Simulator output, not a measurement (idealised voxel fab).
Title: Process Module voxel capacitor over wiring
The cross-section on display is named cut; it measures 225 nm wide, and its cells are 5 nm squares.
When this document writes out a cross-section, it uses a grid of square cells and lists it as bands, beginning at the top and moving down, with a band standing for one or more rows of cells.
Band: top and bottom heights (nm) first, top before bottom; then materials from left to right, widths in nm. "throughout" marks a sole material filling the band edge to edge. "empty" denotes empty space.
Heights are reckoned from 0. Under this level, the received wafer is all of one material. The bottommost band is open-ended downward, for example "z 0 and below".
Read "30 to 40" as a graded width: first number on top, second number at the bottom, same change between each pair of neighbouring rows.
Step marked "everything unchanged"? Then no cell in the cross-section changed in it.
Closed empty spaces (no open way to the top) of 8 cells or more are what "Unvented cavities" lists, each as width x height at distance from the left edge, nm for all three.
The remark found on a step's line after its settings is issued by the simulator itself and pertains to that step.
What "overlay nm" on a step's line means: if the step has a mask, that mask lay this far to the right of its planned place, or, when the value is negative, to the left.
plan
1 RECEIVE, material Si
2 CONFORMAL_DEP, material SiO2, thk nm 10
3 CONFORMAL_DEP, material SiCN, thk nm 5
4 DIRECTIONAL_DEP, material SiO2, thk nm 20
5 PATTERN, tone open, mask id METAL_1, material resist, width nm 30, pitch nm 100, thk nm 20, overlay nm 0
6 DIRECTIONAL_ETCH, etch materials SiO2, depth nm 20
7 DIRECTIONAL_ETCH, etch materials SiCN, depth nm 5
8 STRIP, etch materials resist
9 CONFORMAL_DEP, material TiN, thk nm 5
10 FILL_DEP, material Cu, thk nm 10
11 CMP, height nm 35
12 EPI, material Ru, thk nm 5
13 FILL_DEP, material SiCN, thk nm 5
14 DIRECTIONAL_DEP, material lowk, thk nm 20
15 PATTERN, tone open, mask id PLUG_1, material resist, width nm 15, thk nm 20, overlay nm 0
16 DIRECTIONAL_ETCH, etch materials lowk, depth nm 20
17 DIRECTIONAL_ETCH, etch materials SiCN, depth nm 5
18 STRIP, etch materials resist
19 CONFORMAL_DEP, material TiN, thk nm 5
20 FILL_DEP, material W, thk nm 10
21 CMP, height nm 65
22 DIRECTIONAL_DEP, material TiN, thk nm 10
23 DIRECTIONAL_DEP, material Al2O3, thk nm 5
24 DIRECTIONAL_DEP, material TiN, thk nm 5
25 MASKED_ETCH, tone cover, mask id UPPER_PLATE, width nm 75, etch materials TiN, depth nm 5, overlay nm 0
26 MASKED_ETCH, tone cover, mask id UPPER_PLATE, width nm 75, etch materials Al2O3, depth nm 5, overlay nm -15
27 PATTERN, tone cover, mask id LOWER_PLATE, material resist, width nm 85, thk nm 15, overlay nm 0
28 DIRECTIONAL_ETCH, etch materials TiN, depth nm 10
29 STRIP, etch materials resist
30 FILL_DEP, material SiO2, thk nm 20
31 CMP, height nm 100
32 PATTERN, tone open, mask id PLUG_2, material resist, width nm 15, thk nm 15, overlay nm 0
33 DIRECTIONAL_ETCH, etch materials SiO2, depth nm 15
34 STRIP, etch materials resist
35 CONFORMAL_DEP, material TiN, thk nm 5
36 FILL_DEP, material W, thk nm 10
37 CMP, height nm 100
38 CONFORMAL_DEP, material SiN, thk nm 5
The overlay nm used in step 26 is not the same on every wafer, whereas the starting condition is; the value printed in the plan is the first wafer's.
As-received cross-section, first of several wafers, post step 1
    z 0 and below | Si throughout
    Unvented cavities: none
Shown in cross-section: the first of several wafers at the end of the module, after its last step, step 38
    z 105 to 100 | SiN throughout
    z 100 to 90 | SiO2 70, then TiN 5, then W 5, then TiN 5, then SiO2 140
    z 90 to 80 | SiO2 70 to 60, then TiN 15 to 75, then SiO2 140 to 90
    z 80 to 75 | SiO2 45, then Al2O3 90, then SiO2 90
    z 75 to 65 | SiO2 45, then TiN 95, then SiO2 85
    z 65 to 45 | lowk 60, then TiN 5, then W 5, then TiN 5, then lowk 150
    z 45 to 40 | SiCN 60, then TiN 15, then SiCN 150
    z 40 to 35 | SiCN 40, then Ru 40, then SiCN 60, then Ru 40, then SiCN 45
    z 35 to 15 | SiO2 45, then TiN 5, then Cu 20, then TiN 5, then SiO2 70, then TiN 5, then Cu 20, then TiN 5, then SiO2 50
    z 15 to 10 | SiCN 45, then TiN 30, then SiCN 70, then TiN 30, then SiCN 50
    z 10 to 0 | SiO2 throughout
    z 0 and below | Si throughout
    Unvented cavities: none
Here we cross-sectioned the last of the wafers once the module was done
    z 105 to 100 | SiN throughout
    z 100 to 90 | SiO2 70, then TiN 5, then W 5, then TiN 5, then SiO2 140
    z 90 to 80 | SiO2 70 to 60, then TiN 15 to 75, then SiO2 140 to 90
    z 80 to 75 | SiO2 60, then Al2O3 90, then SiO2 75
    z 75 to 65 | SiO2 55, then TiN 95, then SiO2 75
    z 65 to 45 | lowk 60, then TiN 5, then W 5, then TiN 5, then lowk 150
    z 45 to 40 | SiCN 60, then TiN 15, then SiCN 150
    z 40 to 35 | SiCN 40, then Ru 40, then SiCN 60, then Ru 40, then SiCN 45
    z 35 to 15 | SiO2 45, then TiN 5, then Cu 20, then TiN 5, then SiO2 70, then TiN 5, then Cu 20, then TiN 5, then SiO2 50
    z 15 to 10 | SiCN 45, then TiN 30, then SiCN 70, then TiN 30, then SiCN 50
    z 10 to 0 | SiO2 throughout
    z 0 and below | Si throughout
    Unvented cavities: none
Rows = wafers. At module end, each row lists per material the cells gained (+) or lost (-) since the wafer was received, then the closed voids
overlay nm -15, +18 Al2O3, +32 Cu, +16 Ru, +104 SiCN, +45 SiN, +457 SiO2, +99 TiN, +6 W, +168 lowk, Unvented cavities: none
overlay nm -10, +17 Al2O3, +32 Cu, +16 Ru, +104 SiCN, +45 SiN, +460 SiO2, +97 TiN, +6 W, +168 lowk, Unvented cavities: none
overlay nm -5, +16 Al2O3, +32 Cu, +16 Ru, +104 SiCN, +45 SiN, +463 SiO2, +95 TiN, +6 W, +168 lowk, Unvented cavities: none
overlay nm 0, +15 Al2O3, +32 Cu, +16 Ru, +104 SiCN, +45 SiN, +464 SiO2, +95 TiN, +6 W, +168 lowk, Unvented cavities: none
overlay nm 5, +16 Al2O3, +32 Cu, +16 Ru, +104 SiCN, +45 SiN, +463 SiO2, +95 TiN, +6 W, +168 lowk, Unvented cavities: none
overlay nm 10, +17 Al2O3, +32 Cu, +16 Ru, +104 SiCN, +45 SiN, +460 SiO2, +97 TiN, +6 W, +168 lowk, Unvented cavities: none
overlay nm 15, +18 Al2O3, +32 Cu, +16 Ru, +104 SiCN, +45 SiN, +457 SiO2, +99 TiN, +6 W, +168 lowk, Unvented cavities: none
